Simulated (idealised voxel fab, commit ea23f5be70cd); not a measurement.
Process module, titled voxel transistor to metal
Cross-section cut spans 185 nm and uses square cells 5 nm in size.
This document writes a cross-section as a grid whose cells are square, and gives it as bands, listed from the top down; one or more rows of cells form a band. Within each band entry, the heights of the top and of the bottom of the band appear first, in that order and in nm; the materials of the band then follow from left to right, each with its corresponding width in nm. The designation "everywhere" on a single material indicates that it fills the band from edge to edge; the designation "empty" indicates empty space. Basically, 0 is our baseline, since under it the wafer straight out of the box is all one material. The bottom band has no lower end and keeps on going down, so it looks like "z 0 and below". A two-number width, for instance "30->40", indicates that the width is equal to the first number in the top row of the band and to the second number in the bottom row, and that it changes by a constant amount per row of cells. Take "nothing was modified" at face value: in the step it is given for, the cross-section changed in none of its cells. You'll see "Fully sealed voids" listing empty spaces that have no way open to the top, as long as they're 8 cells or more; the notation is width x height at distance, where the distance is from the left edge, and all of it is in nm. Post-settings text on a step line: simulator's own remark regarding the step. Each step line may optionally specify "overlay nm", which for a step with a mask gives the rightward distance between the mask's planned place and where it lay, a negative value indicating the leftward direction.
[Listed below are the process steps as planned]
1) RECEIVE,material Si
2) OXIDIZE,depth nm 5
3) CONFORMAL_DEP,material SiN,thk nm 10
4) PATTERN,tone cover,mask id ACTIVE,material resist,width nm 120,thk nm 15,overlay nm 0
5) DIRECTIONAL_ETCH,etch materials SiN,depth nm 10
6) DIRECTIONAL_ETCH,etch materials SiO2,depth nm 5
7) DIRECTIONAL_ETCH,etch materials Si,depth nm 25
8) STRIP,etch materials resist
9) OXIDIZE,depth nm 5
10) FILL_DEP,material SiO2,thk nm 15
11) CMP,height nm 10
12) SELECTIVE_ETCH,etch materials SiO2,depth nm 10
13) STRIP,etch materials SiN
14) SELECTIVE_ETCH,etch materials SiO2,depth nm 5
15) OXIDIZE,depth nm 5
16) DIRECTIONAL_DEP,material polySi,thk nm 25
17) DIRECTIONAL_DEP,material SiCN,thk nm 15
18) PATTERN,tone cover,mask id GATE,material resist,width nm 30,thk nm 15,overlay nm 0
19) DIRECTIONAL_ETCH,etch materials SiCN,depth nm 25
20) DIRECTIONAL_ETCH,etch materials polySi,depth nm 35
21) STRIP,etch materials resist
22) CONFORMAL_DEP,material SiO2,thk nm 5
23) DIRECTIONAL_ETCH,etch materials SiO2,depth nm 5
24) CONFORMAL_DEP,material SiN,thk nm 5
25) DIRECTIONAL_ETCH,etch materials SiN,depth nm 5
26) DIRECTIONAL_ETCH,etch materials SiO2,depth nm 5
27) DIRECTIONAL_ETCH,etch materials Si,depth nm 5
28) EPI,material nSi,thk nm 10
29) FILL_DEP,material SiO2,thk nm 10
30) CMP,height nm 20
31) STRIP,etch materials polySi
32) SELECTIVE_ETCH,etch materials SiO2,depth nm 5
33) CONFORMAL_DEP,material HfO2,thk nm 5
34) CONFORMAL_DEP,material TiN,thk nm 5
35) FILL_DEP,material W,thk nm 5
36) CMP,height nm 15
37) DIRECTIONAL_DEP,material SiO2,thk nm 10
38) DIRECTIONAL_DEP,material aC,thk nm 15
39) PATTERN,tone open,mask id CONTACT,material resist,width nm 20,pitch nm 90,thk nm 30,overlay nm -15
40) DIRECTIONAL_ETCH,etch materials aC,depth nm 15
41) STRIP,etch materials resist
42) DIRECTIONAL_ETCH,etch materials SiO2,depth nm 30
43) STRIP,etch materials aC
44) CONFORMAL_DEP,material TiN,thk nm 5
45) FILL_DEP,material Ru,thk nm 10
46) CMP,height nm 25
47) CONFORMAL_DEP,material SiN,thk nm 5
48) DIRECTIONAL_DEP,material lowk,thk nm 20
49) MASKED_ETCH,tone open,mask id METAL_1,width nm 20,pitch nm 90,etch materials lowk,depth nm 20,overlay nm 0
50) MASKED_ETCH,tone open,mask id METAL_1,width nm 20,pitch nm 90,etch materials SiN,depth nm 5,overlay nm 0
51) CONFORMAL_DEP,material TiN,thk nm 5
52) FILL_DEP,material W,thk nm 10
53) CMP,height nm 50
54) EPI,material Ru,thk nm 5
55) FILL_DEP,material SiCN,thk nm 5
56) DIRECTIONAL_DEP,material lowk,thk nm 30
57) PATTERN,tone open,mask id METAL_2_HOLES,material resist,width nm 15,pitch nm 90,thk nm 20,overlay nm 0
58) DIRECTIONAL_ETCH,etch materials lowk,depth nm 30
59) STRIP,etch materials resist
60) PATTERN,tone open,mask id METAL_2,material resist,width nm 20,pitch nm 90,thk nm 15,overlay nm 0
61) DIRECTIONAL_ETCH,etch materials lowk,depth nm 20
62) DIRECTIONAL_ETCH,etch materials SiCN,depth nm 5
63) STRIP,etch materials resist
64) CONFORMAL_DEP,material TiN,thk nm 5
65) FILL_DEP,material Cu,thk nm 10
66) CMP,height nm 90
67) CONFORMAL_DEP,material SiN,thk nm 5
Split variable: overlay nm, step 39. Plan value = first wafer. Wafers start alike.
[The first of several wafers, as received after step 1, seen in section]
- z 0 and below = Si everywhere
- Fully sealed voids: none
[Basically each wafer gets a line in the table, showing it at the end of the module: material by material, the cells it gained (+) or lost (-) since we got it, then its closed voids]
overlay nm -15 | +18 Cu | +16 HfO2 | +27 Ru | -161 Si | +56 SiCN | +74 SiN | +226 SiO2 | +95 TiN | +28 W | +294 lowk | +30 nSi | Fully sealed voids: none
overlay nm -10 | +18 Cu | +16 HfO2 | +30 Ru | -161 Si | +56 SiCN | +74 SiN | +222 SiO2 | +96 TiN | +28 W | +294 lowk | +30 nSi | Fully sealed voids: none
overlay nm -5 | +18 Cu | +16 HfO2 | +31 Ru | -161 Si | +56 SiCN | +74 SiN | +221 SiO2 | +96 TiN | +28 W | +294 lowk | +30 nSi | Fully sealed voids: none
overlay nm 0 | +18 Cu | +16 HfO2 | +32 Ru | -161 Si | +56 SiCN | +74 SiN | +220 SiO2 | +96 TiN | +28 W | +294 lowk | +30 nSi | Fully sealed voids: none
overlay nm 5 | +18 Cu | +16 HfO2 | +31 Ru | -161 Si | +56 SiCN | +74 SiN | +221 SiO2 | +96 TiN | +28 W | +294 lowk | +30 nSi | Fully sealed voids: none
overlay nm 10 | +18 Cu | +16 HfO2 | +30 Ru | -161 Si | +56 SiCN | +74 SiN | +222 SiO2 | +96 TiN | +28 W | +294 lowk | +30 nSi | Fully sealed voids: none
overlay nm 15 | +18 Cu | +16 HfO2 | +27 Ru | -161 Si | +56 SiCN | +74 SiN | +226 SiO2 | +95 TiN | +28 W | +294 lowk | +30 nSi | Fully sealed voids: none
